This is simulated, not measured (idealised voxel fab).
The process module that follows is named voxel self aligned contacts.
It is cross-section cut that appears here, measuring 160 nm in width, its square cells being 5 nm in size.
Cross-sections here: square-cell grids, written as top-down lists of bands, a band being one or more rows of cells.
Top height, bottom height, nm. Materials left to right, width each, nm. Single material + "all across" = fills band edge to edge. "blank" = empty.
The level at which height equals 0 is the one under which the wafer, as it arrives, is entirely one material. No lower edge exists for the bottom band, which continues downward and is notated as in "0 -> down".
Per-row width for "30 to 40": begins at first number (top row of band), ends at second number (bottom row), increment between rows held constant.
When a step is marked "no alterations made", none of the cells in the cross-section changed during that step.
Empty spaces without an open route to the top, at least 8 cells in extent, make up the entry "Fully closed voids"; each is given as width x height at distance, where the distance is measured from the left edge, and all are in nm.
after a step's settings: what the simulator itself notes on the step
overlay nm: step with mask; distance mask lay right of planned place; negative value = left of planned place.

# Process steps foreseen in the plan
1 RECEIVE, material Si
2 CONFORMAL_DEP, material SiO2, thk nm 5
3 DIRECTIONAL_DEP, material polySi, thk nm 20
4 DIRECTIONAL_DEP, material SiN, thk nm 25
5 MASKED_ETCH, tone cover, mask id GATE, width nm 25, pitch nm 60, etch materials SiN, depth nm 25, overlay nm 0
6 MASKED_ETCH, tone cover, mask id GATE, width nm 25, pitch nm 60, etch materials polySi, depth nm 20, overlay nm 0
7 CONFORMAL_DEP, material SiN, thk nm 10
8 DIRECTIONAL_ETCH, etch materials SiN, depth nm 10
9 FILL_DEP, material SiO2, thk nm 20
10 CMP, height nm 60
11 MASKED_ETCH, tone open, mask id CONTACT, width nm 45, etch materials SiO2, depth nm 60, overlay nm 0
12 CONFORMAL_DEP, material TiN, thk nm 5
13 FILL_DEP, material Ru, thk nm 10
14 CMP, height nm 60
15 CONFORMAL_DEP, material SiCN, thk nm 5

# as received, after step 1
    0 -> down = Si all across
    Fully closed voids: none

# End-of-module cross-section of the first of two wafers, processed as planned
    65 -> 60 = SiCN all across
    60 -> 50 = SiO2 (55); TiN (5 to 20); Ru (35 to 5); TiN (5 to 20); SiO2 (60)
    50 -> 25 = SiO2 (25); SiN (45); TiN (5); Ru (5); TiN (5); SiN (45); SiO2 (30)
    25 -> 5 = SiO2 (25); SiN (10); polySi (25); SiN (10); TiN (5); Ru (5); TiN (5); SiN (10); polySi (25); SiN (10); SiO2 (30)
    5 -> 0 = SiO2 (70); TiN (15); SiO2 (75)
    0 -> down = Si all across
    Fully closed voids: none

# What the second wafer looks like in cross-section once the module is done. Its start and its plan matched the first wafer's exactly; what differed was one mistake in how it was run
    65 -> 60 = SiCN all across
    60 -> 50 = SiO2 (55); TiN (5 to 20); Ru (35 to 5); TiN (5 to 20); SiO2 (60)
    50 -> 30 = SiO2 (25); SiN (45); TiN (5); Ru (5); TiN (5); SiN (45); SiO2 (30)
    30 -> 25 = SiO2 (25); SiN (45); TiN (15); SiN (45); SiO2 (30)
    25 -> 5 = SiO2 (20); SiN (10); polySi (35); SiN (10); TiN (5); SiN (10); polySi (35); SiN (10); SiO2 (25)
    5 -> 0 = SiO2 (75); TiN (5); SiO2 (80)
    0 -> down = Si all across
    Fully closed voids: none
The mistake made against the process plan was this: step 6 went in with a setting other than planned; the actual run was MASKED_ETCH, tone cover, mask id GATE, width nm 35, pitch nm 60, etch materials polySi, depth nm 20, overlay nm 0
Wafer comparison, final, in cells, second relative to first, materials more or fewer: Ru -5 | SiO2 -6 | TiN -5 | polySi +16
